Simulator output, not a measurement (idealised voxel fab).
You're looking at the process module voxel capacitor over wiring.
Pictured: cross-section cut, 190 nm wide, on a grid of 5 nm square cells.
For the purposes of this document, a cross-section shall be understood as a grid of square cells, specified as bands listed in top-to-bottom order, each band consisting of one or more rows of cells.
Band: top height; bottom height; in nm. Then, left to right: material with width in nm, for each material. "full width": a single material spanning edge to edge. "blank": empty space.
The reference from which all heights are counted is 0, the level beneath which the as-received wafer is entirely one material; the lowest band, having no lower bound, proceeds downward and is written after the example "from 0 down".
Width spec "30 to 40" -> top row of cells at first value, bottom row at second value, equal per-row change in between.
"remained unchanged" after a step means that no cell of the cross-section changed.
Closed empty spaces (no open way to the top) of 8 cells or more are what "Closed empty spaces" lists, each as width x height at distance from the left edge, nm for all three.
On a step's line, text after the settings is the simulator commenting on that step.
You can add "overlay nm" to a step's line. For a step with a mask, it describes how far the mask lay to the right of its planned position, and a negative number describes a lay to the left.

Set out below are the planned steps of the process:
step 1: op RECEIVE | material Si
step 2: op CONFORMAL_DEP | material SiO2 | thk nm 10
step 3: op CONFORMAL_DEP | material SiN | thk nm 5
step 4: op DIRECTIONAL_DEP | material SiO2 | thk nm 15
step 5: op MASKED_ETCH | tone open | mask id METAL_1 | width nm 30 | pitch nm 80 | etch materials SiO2 | depth nm 15 | overlay nm 0
step 6: op MASKED_ETCH | tone open | mask id METAL_1 | width nm 30 | pitch nm 80 | etch materials SiN | depth nm 5 | overlay nm 0
step 7: op CONFORMAL_DEP | material TiN | thk nm 5
step 8: op FILL_DEP | material Ru | thk nm 10
step 9: op CMP | height nm 30
step 10: op EPI | material Ru | thk nm 5
step 11: op FILL_DEP | material SiCN | thk nm 5
step 12: op DIRECTIONAL_DEP | material SiO2 | thk nm 10
step 13: op PATTERN | tone open | mask id PLUG_1 | material resist | width nm 15 | thk nm 15 | overlay nm 0
step 14: op DIRECTIONAL_ETCH | etch materials SiO2 | depth nm 10
step 15: op DIRECTIONAL_ETCH | etch materials SiCN | depth nm 5
step 16: op STRIP | etch materials resist
step 17: op CONFORMAL_DEP | material TiN | thk nm 5
step 18: op FILL_DEP | material Cu | thk nm 10
step 19: op CMP | height nm 50
step 20: op DIRECTIONAL_DEP | material TiN | thk nm 5
step 21: op DIRECTIONAL_DEP | material HfO2 | thk nm 5
step 22: op DIRECTIONAL_DEP | material TiN | thk nm 5
step 23: op DIRECTIONAL_DEP | material aC | thk nm 10
step 24: op PATTERN | tone cover | mask id UPPER_PLATE | material resist | width nm 55 | thk nm 25 | overlay nm 0
step 25: op DIRECTIONAL_ETCH | etch materials aC | depth nm 5
step 26: op STRIP | etch materials resist
step 27: op DIRECTIONAL_ETCH | etch materials TiN | depth nm 5
step 28: op DIRECTIONAL_ETCH | etch materials HfO2 | depth nm 5
step 29: op STRIP | etch materials aC
step 30: op PATTERN | tone cover | mask id LOWER_PLATE | material resist | width nm 65 | thk nm 15 | overlay nm 0
step 31: op DIRECTIONAL_ETCH | etch materials TiN | depth nm 5
step 32: op STRIP | etch materials resist
step 33: op FILL_DEP | material SiO2 | thk nm 20
step 34: op CMP | height nm 80
step 35: op MASKED_ETCH | tone open | mask id PLUG_2 | width nm 15 | etch materials SiO2 | depth nm 15 | overlay nm 0
step 36: op CONFORMAL_DEP | material TiN | thk nm 5
step 37: op FILL_DEP | material W | thk nm 5
step 38: op CMP | height nm 80
step 39: op CONFORMAL_DEP | material SiN | thk nm 5
Quick note for whoever runs this: the wafers start identical, but the depth nm at step 25 isn't the same across them. The plan just shows what the first wafer had.

First of several wafers, received after step 1, in cross-section:
> from 0 down | Si full width
> Closed empty spaces: none

Cross-section after step 39, the final step of the module, for the first of several wafers:
> from 85 to 80 | SiN full width
> from 80 to 70 | 65 SiO2  5 TiN  5 W  5 TiN  110 SiO2
> from 70 to 60 | 65 to 50 SiO2  15 to 65 TiN  110 to 75 SiO2
> from 60 to 55 | HfO2 full width
> from 55 to 50 | TiN full width
> from 50 to 40 | 55 SiO2  5 TiN  5 Cu  5 TiN  120 SiO2
> from 40 to 35 | 55 SiCN  15 TiN  120 SiCN
> from 35 to 30 | 35 SiCN  40 Ru  40 SiCN  40 Ru  35 SiCN
> from 30 to 15 | 40 SiO2  5 TiN  20 Ru  5 TiN  50 SiO2  5 TiN  20 Ru  5 TiN  40 SiO2
> from 15 to 10 | 40 SiN  30 TiN  50 SiN  30 TiN  40 SiN
> from 10 to 0 | SiO2 full width
> from 0 down | Si full width
> Closed empty spaces: none

Sectional view of the last wafer upon completion of the module:
> from 85 to 80 | SiN full width
> from 80 to 70 | 65 SiO2  5 TiN  5 W  5 TiN  110 SiO2
> from 70 to 60 | 65 to 55 SiO2  15 to 55 TiN  110 to 80 SiO2
> from 60 to 55 | 55 SiO2  55 HfO2  80 SiO2
> from 55 to 50 | 50 SiO2  65 TiN  75 SiO2
> from 50 to 40 | 55 SiO2  5 TiN  5 Cu  5 TiN  120 SiO2
> from 40 to 35 | 55 SiCN  15 TiN  120 SiCN
> from 35 to 30 | 35 SiCN  40 Ru  40 SiCN  40 Ru  35 SiCN
> from 30 to 15 | 40 SiO2  5 TiN  20 Ru  5 TiN  50 SiO2  5 TiN  20 Ru  5 TiN  40 SiO2
> from 15 to 10 | 40 SiN  30 TiN  50 SiN  30 TiN  40 SiN
> from 10 to 0 | SiO2 full width
> from 0 down | Si full width
> Closed empty spaces: none

wafer rows; end of module; cells per material since receipt: (+) gained, (-) lost; then closed voids:
depth nm 5; +2 Cu; +38 HfO2; +40 Ru; +57 SiCN; +64 SiN; +354 SiO2; +89 TiN; +2 W; Closed empty spaces: none
depth nm 10; +2 Cu; +11 HfO2; +40 Ru; +57 SiCN; +64 SiN; +408 SiO2; +62 TiN; +2 W; Closed empty spaces: none
depth nm 15; +2 Cu; +11 HfO2; +40 Ru; +57 SiCN; +64 SiN; +408 SiO2; +62 TiN; +2 W; Closed empty spaces: none
depth nm 20; +2 Cu; +11 HfO2; +40 Ru; +57 SiCN; +64 SiN; +408 SiO2; +62 TiN; +2 W; Closed empty spaces: none
depth nm 25; +2 Cu; +11 HfO2; +40 Ru; +57 SiCN; +64 SiN; +408 SiO2; +62 TiN; +2 W; Closed empty spaces: none
